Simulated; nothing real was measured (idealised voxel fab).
Process module heading - voxel capacitor over wiring
Displayed cross-section: cut, width of 195 nm, square cells sized 5 nm.
Square cells in a grid make up a cross-section in this document, and the grid is given as bands, listed from the top down, each one or more rows of cells. The entry gives the band's vertical extent as a top height and a bottom height in nm, then its horizontal make-up as materials from left to right, each with a width in nm. "empty" stands for empty space; a single material marked "all across" fills the band edge to edge. Convention: height 0 is the level below which the wafer, as received, is all one material. The lowest band does not terminate at the bottom but continues downward, represented as "top 0, no bottom". The expression "30->40" gives the width at the extremes of the band, the first number at its top row of cells and the second at its bottom row, with the width changing by equal amounts from each row to the next in between. "changes: none" means the step left every cell of the cross-section as it was. Sealed internal voids: empty space of 8 cells or more with no open way to the top, each as width x height at its distance from the left edge, in nm. Text after the settings on a step's line: the simulator's own remark on that step. Steps that use a mask can have "overlay nm" on their line. It says how far the mask sat to the right of where it was meant to be. Negative means to the left.
# Steps planned for the process
step 1: RECEIVE | material Si
step 2: CONFORMAL_DEP | material SiO2 | thk nm 15
step 3: DIRECTIONAL_DEP | material TiN | thk nm 5
step 4: DIRECTIONAL_DEP | material W | thk nm 25
step 5: MASKED_ETCH | tone cover | mask id METAL_1 | width nm 25 | pitch nm 80 | etch materials W | depth nm 25 | overlay nm 0
step 6: MASKED_ETCH | tone cover | mask id METAL_1 | width nm 25 | pitch nm 80 | etch materials TiN | depth nm 5 | overlay nm 0
step 7: FILL_DEP | material SiO2 | thk nm 10
step 8: CMP | height nm 45
step 9: CONFORMAL_DEP | material SiCN | thk nm 5
step 10: DIRECTIONAL_DEP | material SiO2 | thk nm 20
step 11: PATTERN | tone open | mask id PLUG_1 | material resist | width nm 15 | thk nm 20 | overlay nm 0
step 12: DIRECTIONAL_ETCH | etch materials SiO2 | depth nm 20
step 13: DIRECTIONAL_ETCH | etch materials SiCN | depth nm 5
step 14: STRIP | etch materials resist
step 15: EPI | material Ru | thk nm 10
step 16: EPI | material Ru | thk nm 10
step 17: EPI | material Ru | thk nm 5
step 18: DIRECTIONAL_DEP | material TiN | thk nm 10
step 19: DIRECTIONAL_DEP | material Al2O3 | thk nm 5
step 20: DIRECTIONAL_DEP | material TiN | thk nm 5
step 21: PATTERN | tone cover | mask id UPPER_PLATE | material resist | width nm 60 | thk nm 15 | overlay nm 0
step 22: DIRECTIONAL_ETCH | etch materials TiN | depth nm 5
step 23: DIRECTIONAL_ETCH | etch materials Al2O3 | depth nm 5
step 24: STRIP | etch materials resist
step 25: MASKED_ETCH | tone cover | mask id LOWER_PLATE | width nm 70 | etch materials TiN | depth nm 10 | overlay nm 0
step 26: FILL_DEP | material SiO2 | thk nm 15
step 27: CMP | height nm 100
step 28: PATTERN | tone open | mask id PLUG_2 | material resist | width nm 15 | thk nm 15 | overlay nm 0
step 29: DIRECTIONAL_ETCH | etch materials SiO2 | depth nm 10
step 30: STRIP | etch materials resist
step 31: CONFORMAL_DEP | material TiN | thk nm 5
step 32: FILL_DEP | material Ru | thk nm 10
step 33: CMP | height nm 100
step 34: CONFORMAL_DEP | material SiCN | thk nm 5
# First of two wafers: run as planned
# So this is the incoming wafer in cross-section - it's already been through step 1
  top 0, no bottom  Si all across
  Sealed internal voids: none
# After step 2: wafer cross-section
  top 15, bottom 0  SiO2 all across
  Lower than 0, everything is as it was.
# After step 3: wafer cross-section
  top 20, bottom 15  TiN all across
  Lower than 15, everything is as it was.
# After step 4: wafer cross-section
  top 45, bottom 20  W all across
  Lower than 20, everything is as it was.
# After step 5: wafer cross-section
  top 45, bottom 20  empty=45  W=25  empty=55  W=25  empty=45
  Lower than 20, everything is as it was.
# After step 6: wafer cross-section
  top 45, bottom 20  empty=45  W=25  empty=55  W=25  empty=45
  top 20, bottom 15  empty=45  TiN=25  empty=55  TiN=25  empty=45
  Lower than 15, everything is as it was.
# After step 7: wafer cross-section
  top 55, bottom 45  SiO2 all across
  top 45, bottom 20  SiO2=45  W=25  SiO2=55  W=25  SiO2=45
  top 20, bottom 15  SiO2=45  TiN=25  SiO2=55  TiN=25  SiO2=45
  Lower than 15, everything is as it was.
# After step 8: wafer cross-section
  top 45, bottom 20  SiO2=45  W=25  SiO2=55  W=25  SiO2=45
  Lower than 20, everything is as it was.
# After step 9: wafer cross-section
  top 50, bottom 45  SiCN all across
  Lower than 45, everything is as it was.
# After step 10: wafer cross-section
  top 70, bottom 50  SiO2 all across
  Lower than 50, everything is as it was.
# After step 11: wafer cross-section
  top 90, bottom 70  resist=55  empty=15  resist=125
  Lower than 70, everything is as it was.
# After step 12: wafer cross-section
  top 90, bottom 70  resist=55  empty=15  resist=125
  top 70, bottom 50  SiO2=55  empty=15  SiO2=125
  Lower than 50, everything is as it was.
# After step 13: wafer cross-section
  top 90, bottom 70  resist=55  empty=15  resist=125
  top 70, bottom 50  SiO2=55  empty=15  SiO2=125
  top 50, bottom 45  SiCN=55  empty=15  SiCN=125
  Lower than 45, everything is as it was.
# After step 14: wafer cross-section
  top 70, bottom 50  SiO2=55  empty=15  SiO2=125
  Lower than 50, everything is as it was.
# After step 15: wafer cross-section
  top 70, bottom 55  SiO2=55  empty=15  SiO2=125
  top 55, bottom 50  SiO2=55  Ru=15  SiO2=125
  top 50, bottom 45  SiCN=55  Ru=15  SiCN=125
  Lower than 45, everything is as it was.
# After step 16: wafer cross-section
  top 70, bottom 65  SiO2=55  empty=15  SiO2=125
  top 65, bottom 50  SiO2=55  Ru=15  SiO2=125
  Lower than 50, everything is as it was.
# After step 17: wafer cross-section
  top 70, bottom 50  SiO2=55  Ru=15  SiO2=125
  Lower than 50, everything is as it was.
# After step 18: wafer cross-section
  top 80, bottom 70  TiN all across
  Lower than 70, everything is as it was.
# After step 19: wafer cross-section
  top 85, bottom 80  Al2O3 all across
  Lower than 80, everything is as it was.
# After step 20: wafer cross-section
  top 90, bottom 85  TiN all across
  Lower than 85, everything is as it was.
# After step 21: wafer cross-section
  top 105, bottom 90  empty=55  resist=60  empty=80
  Lower than 90, everything is as it was.
# After step 22: wafer cross-section
  top 105, bottom 90  empty=55  resist=60  empty=80
  top 90, bottom 85  empty=55  TiN=60  empty=80
  Lower than 85, everything is as it was.
# After step 23: wafer cross-section
  top 105, bottom 90  empty=55  resist=60  empty=80
  top 90, bottom 85  empty=55  TiN=60  empty=80
  top 85, bottom 80  empty=55  Al2O3=60  empty=80
  Lower than 80, everything is as it was.
# After step 24: wafer cross-section
  top 90, bottom 85  empty=55  TiN=60  empty=80
  Lower than 85, everything is as it was.
# After step 25: wafer cross-section
  top 90, bottom 85  empty=55  TiN=60  empty=80
  top 85, bottom 80  empty=55  Al2O3=60  empty=80
  top 80, bottom 70  empty=50  TiN=70  empty=75
  Lower than 70, everything is as it was.
# After step 26: wafer cross-section
  top 105, bottom 90  SiO2 all across
  top 90, bottom 85  SiO2=55  TiN=60  SiO2=80
  top 85, bottom 80  SiO2=55  Al2O3=60  SiO2=80
  top 80, bottom 70  SiO2=50  TiN=70  SiO2=75
  Lower than 70, everything is as it was.
# After step 27: wafer cross-section
  top 100, bottom 90  SiO2 all across
  Lower than 90, everything is as it was.
# After step 28: wafer cross-section
  top 115, bottom 100  resist=65  empty=15  resist=115
  Lower than 100, everything is as it was.
# After step 29: wafer cross-section
  top 115, bottom 100  resist=65  empty=15  resist=115
  top 100, bottom 90  SiO2=65  empty=15  SiO2=115
  Lower than 90, everything is as it was.
# After step 30: wafer cross-section
  top 100, bottom 90  SiO2=65  empty=15  SiO2=115
  Lower than 90, everything is as it was.
# After step 31: wafer cross-section
  top 105, bottom 100  TiN=70  empty=5  TiN=120
  top 100, bottom 95  SiO2=65  TiN=5  empty=5  TiN=5  SiO2=115
  top 95, bottom 85  SiO2=65->55  TiN=15->60  SiO2=115->80
  Lower than 85, everything is as it was.
# After step 32: wafer cross-section
  top 115, bottom 105  Ru all across
  top 105, bottom 100  TiN=70  Ru=5  TiN=120
  top 100, bottom 95  SiO2=65  TiN=5  Ru=5  TiN=5  SiO2=115
  Lower than 95, everything is as it was.
# After step 33: wafer cross-section
  top 100, bottom 95  SiO2=65  TiN=5  Ru=5  TiN=5  SiO2=115
  Lower than 95, everything is as it was.
# After step 34: wafer cross-section
  top 105, bottom 100  SiCN all across
  Lower than 100, everything is as it was.
# The remaining wafer, second of the two, started like the first and was run to the same plan, except that one mistake was made along the way; the two coincide through step 18, inclusive
X-section, second wafer, when step 19 was due to finish: changes: none
# X-section, second wafer, when step 20 was due to finish
  top 85, bottom 70  TiN all across
  Lower than 70, everything is as it was.
# X-section, second wafer, when step 21 was due to finish
  top 100, bottom 85  empty=55  resist=60  empty=80
  Lower than 85, everything is as it was.
# X-section, second wafer, when step 22 was due to finish
  top 100, bottom 85  empty=55  resist=60  empty=80
  top 85, bottom 80  empty=55  TiN=60  empty=80
  Lower than 80, everything is as it was.
X-section, second wafer, when step 23 was due to finish: changes: none
# X-section, second wafer, when step 24 was due to finish
  top 85, bottom 80  empty=55  TiN=60  empty=80
  Lower than 80, everything is as it was.
# X-section, second wafer, when step 25 was due to finish
  top 85, bottom 80  empty=55  TiN=60  empty=80
  top 80, bottom 70  empty=50  TiN=70  empty=75
  Lower than 70, everything is as it was.
# X-section, second wafer, when step 26 was due to finish
  top 100, bottom 85  SiO2 all across
  top 85, bottom 80  SiO2=55  TiN=60  SiO2=80
  top 80, bottom 70  SiO2=50  TiN=70  SiO2=75
  Lower than 70, everything is as it was.
X-section, second wafer, when step 27 was due to finish: changes: none
# X-section, second wafer, when step 28 was due to finish
  top 115, bottom 100  resist=65  empty=15  resist=115
  Lower than 100, everything is as it was.
# X-section, second wafer, when step 29 was due to finish
  top 115, bottom 100  resist=65  empty=15  resist=115
  top 100, bottom 90  SiO2=65  empty=15  SiO2=115
  Lower than 90, everything is as it was.
# X-section, second wafer, when step 30 was due to finish
  top 100, bottom 90  SiO2=65  empty=15  SiO2=115
  Lower than 90, everything is as it was.
# X-section, second wafer, when step 31 was due to finish
  top 105, bottom 100  TiN=70  empty=5  TiN=120
  top 100, bottom 95  SiO2=65  TiN=5  empty=5  TiN=5  SiO2=115
  top 95, bottom 90  SiO2=65  TiN=15  SiO2=115
  Lower than 90, everything is as it was.
# X-section, second wafer, when step 32 was due to finish
  top 115, bottom 105  Ru all across
  top 105, bottom 100  TiN=70  Ru=5  TiN=120
  top 100, bottom 95  SiO2=65  TiN=5  Ru=5  TiN=5  SiO2=115
  Lower than 95, everything is as it was.
# X-section, second wafer, when step 33 was due to finish
  top 100, bottom 95  SiO2=65  TiN=5  Ru=5  TiN=5  SiO2=115
  Lower than 95, everything is as it was.
# X-section, second wafer, when step 34 was due to finish
  top 105, bottom 100  SiCN all across
  Lower than 100, everything is as it was.
What broke from the plan during processing? step 19 of the plan was jumped over and never run
Final difference in cells, second wafer against first, listed per material as more or fewer: 12 fewer of Al2O3 | 12 more of SiO2
